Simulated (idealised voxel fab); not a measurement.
Documented hereafter: the process module known as voxel wiring stack.
280 nm wide, 5 nm square cells: that's cross-section cut.
A cross-section is written here as square cells arranged in a grid, and it is given in bands from the top down, each band taking up one or more rows of cells.
Band entry format. Leading values: height of top, height of bottom, nm. Remainder: materials in left-to-right order, each with its width in nm. Special words: "edge to edge" on a single material, which then fills the band edge to edge; "blank", empty space.
The level at which height equals 0 is the one under which the wafer, as it arrives, is entirely one material. No lower edge exists for the bottom band, which continues downward and is notated as in "0..down".
The notation "30->40" denotes a width that varies across the rows of cells in the band, beginning at the first number in the top row, finishing at the second number in the bottom row, and changing by an identical amount from each row to the next.
"remains unaltered" means the step left every cell of the cross-section as it was.
If an empty space has no open way to the top and is at least 8 cells in size, "Enclosed cavities" lists it, written width x height at distance, where distance is measured from the left edge and every value is in nm.
What comes after the settings on a step's line is commentary from the simulator itself on that step.
overlay nm: right-of-plan distance of the mask on a masked step; negative values mean left-of-plan.
**Process steps - plan**
1 RECEIVE | material Si
2 CONFORMAL_DEP | material SiO2 | thk nm 10
3 CONFORMAL_DEP | material SiN | thk nm 5
4 DIRECTIONAL_DEP | material lowk | thk nm 15
5 DIRECTIONAL_DEP | material aC | thk nm 10
6 PATTERN | tone open | mask id METAL_1 | material resist | width nm 25 | pitch nm 40 | thk nm 30 | overlay nm 0
7 DIRECTIONAL_ETCH | etch materials aC | depth nm 10
8 STRIP | etch materials resist
9 DIRECTIONAL_ETCH | etch materials lowk | depth nm 15
10 DIRECTIONAL_ETCH | etch materials SiN | depth nm 5
11 STRIP | etch materials aC
12 CONFORMAL_DEP | material TiN | thk nm 5
13 FILL_DEP | material Cu | thk nm 5
14 CMP | height nm 30
15 CONFORMAL_DEP | material SiCN | thk nm 5
16 DIRECTIONAL_DEP | material lowk | thk nm 20
17 DIRECTIONAL_DEP | material aC | thk nm 15
18 PATTERN | tone open | mask id PLUG_1 | material resist | width nm 15 | pitch nm 40 | thk nm 35 | overlay nm 0
19 DIRECTIONAL_ETCH | etch materials aC | depth nm 15
20 STRIP | etch materials resist
21 DIRECTIONAL_ETCH | etch materials lowk | depth nm 20
22 DIRECTIONAL_ETCH | etch materials SiCN | depth nm 5
23 STRIP | etch materials aC
24 CONFORMAL_DEP | material TiN | thk nm 5
25 FILL_DEP | material Ru | thk nm 5
26 CMP | height nm 55
27 CONFORMAL_DEP | material SiCN | thk nm 5
28 DIRECTIONAL_DEP | material lowk | thk nm 25
29 MASKED_ETCH | tone open | mask id METAL_2 | width nm 25 | pitch nm 40 | etch materials lowk | depth nm 25 | overlay nm 0
30 MASKED_ETCH | tone open | mask id METAL_2 | width nm 25 | pitch nm 40 | etch materials SiCN | depth nm 5 | overlay nm 0
31 CONFORMAL_DEP | material TiN | thk nm 5
32 FILL_DEP | material Cu | thk nm 5
33 CMP | height nm 85
34 CONFORMAL_DEP | material SiN | thk nm 5
**Wafer at receipt (post step 1), cross-section**
    0..down = Si edge to edge
    Enclosed cavities: none
**first wafer at the end, as planned**
    90..85 = SiN edge to edge
    85..60 = 105 lowk  5 TiN  15 Cu  5 TiN  15 lowk  5 TiN  15 Cu  5 TiN  110 lowk
    60..55 = 105 SiCN  25 TiN  15 SiCN  25 TiN  110 SiCN
    55..35 = 105 lowk  5 TiN  5 Ru  5 TiN  25 lowk  5 TiN  5 Ru  5 TiN  120 lowk
    35..30 = 105 SiCN  15 TiN  25 SiCN  15 TiN  120 SiCN
    30..15 = 105 lowk  5 TiN  15 Cu  5 TiN  15 lowk  5 TiN  15 Cu  5 TiN  110 lowk
    15..10 = 105 SiN  25 TiN  15 SiN  25 TiN  110 SiN
    10..0 = SiO2 edge to edge
    0..down = Si edge to edge
    Enclosed cavities: none
**Same start, same plan as the first wafer - but one mistake in the run. Cross-section of the second of the two at the end of the module**
    90..85 = SiN edge to edge
    85..60 = 105 lowk  5 TiN  15 Cu  5 TiN  15 lowk  5 TiN  15 Cu  5 TiN  110 lowk
    60..55 = 105 SiCN  25 TiN  15 SiCN  25 TiN  110 SiCN
    55..35 = 105 lowk  5 TiN  5 Ru  5 TiN  25 lowk  5 TiN  5 Ru  5 TiN  120 lowk
    35..30 = 105 SiCN  15 TiN  25 SiCN  15 TiN  120 SiCN
    30..15 = 115 lowk  5 TiN  15 Cu  5 TiN  15 lowk  5 TiN  15 Cu  5 TiN  100 lowk
    15..10 = 115 SiN  25 TiN  15 SiN  25 TiN  100 SiN
    10..0 = SiO2 edge to edge
    0..down = Si edge to edge
    Enclosed cavities: none
Short version of what went wrong: step 6, actual vs plan mismatch, actual run PATTERN | tone open | mask id METAL_1 | material resist | width nm 25 | pitch nm 40 | thk nm 30 | overlay nm 10
Cell counts per material: same on both final wafers. Positions: different.
